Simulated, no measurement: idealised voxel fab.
process module | voxel self aligned contacts
We display cut, a cross-section 185 nm in width whose square cells are each 5 nm.
Square cells in a grid make up a cross-section in this document, and the grid is given as bands, listed from the top down, each one or more rows of cells. Top, bottom (nm), then materials left to right with widths (nm); lone material tagged "all across" fills the whole band edge to edge; "air" = empty space. Below 0: as-received wafer, all one material; heights counted from there. Lowest band: no bottom, goes on down, written "z 0 and below". Width: "30 to 40" (first number = top row, second number = bottom row, same change from row to row of cells). Step marked "nothing got changed"? Then no cell in the cross-section changed in it. Trapped voids: empty space of 8 cells or more with no open way to the top, each as width x height at its distance from the left edge, in nm. after a step's settings: what the simulator itself notes on the step. The "overlay nm" setting may appear on a step's line; for a step that uses a mask, it gives how far to the right of its planned position the mask lay, and a negative value indicates the left.

### Here's what the planned process steps look like
1) RECEIVE: material Si
2) OXIDIZE: depth nm 5
3) DIRECTIONAL_DEP: material polySi, thk nm 25
4) DIRECTIONAL_DEP: material SiN, thk nm 25
5) DIRECTIONAL_DEP: material aC, thk nm 10
6) PATTERN: tone cover, mask id GATE, material resist, width nm 25, pitch nm 65, thk nm 30, overlay nm 0
7) DIRECTIONAL_ETCH: etch materials aC, depth nm 10
8) STRIP: etch materials resist
9) DIRECTIONAL_ETCH: etch materials SiN, depth nm 25
10) DIRECTIONAL_ETCH: etch materials polySi, depth nm 25
11) STRIP: etch materials aC
12) CONFORMAL_DEP: material SiN, thk nm 10
13) DIRECTIONAL_ETCH: etch materials SiN, depth nm 10
14) FILL_DEP: material SiO2, thk nm 20
15) CMP: height nm 60
16) MASKED_ETCH: tone open, mask id CONTACT, width nm 50, pitch nm 65, etch materials SiO2, depth nm 65, overlay nm 0
17) CONFORMAL_DEP: material TiN, thk nm 5
18) FILL_DEP: material W, thk nm 5
19) CMP: height nm 60
20) CONFORMAL_DEP: material SiCN, thk nm 5

### As received (post step 1): cross-section
	z 0 and below: Si all across
	Trapped voids: none

### Module complete, cross-section. Starting point and plan per above. One mistake made in running the module
	z 65 to 60: SiCN all across
	z 60 to 50: SiO2 40, TiN 5 to 15, W 30 to 10, TiN 5 to 15, SiO2 25, TiN 5 to 15, W 30 to 10, TiN 5 to 15, SiO2 40
	z 50 to 25: SiO2 5, SiN 45, TiN 5, W 10, TiN 5, SiN 45, TiN 5, W 10, TiN 5, SiN 45, SiO2 5
	z 25 to 0: SiO2 5, SiN 10, polySi 25, SiN 10, TiN 5, W 10, TiN 5, SiN 10, polySi 25, SiN 10, TiN 5, W 10, TiN 5, SiN 10, polySi 25, SiN 10, SiO2 5
	z 0 to -5: SiO2 50, TiN 20, SiO2 45, TiN 20, SiO2 50
	z -5 and below: Si all across
	Trapped voids: none
Deviation from plan: step 16 was run on a setting that differed from the plan, and what really ran there is MASKED_ETCH: tone open, mask id CONTACT, width nm 40, pitch nm 65, etch materials SiO2, depth nm 65, overlay nm 0
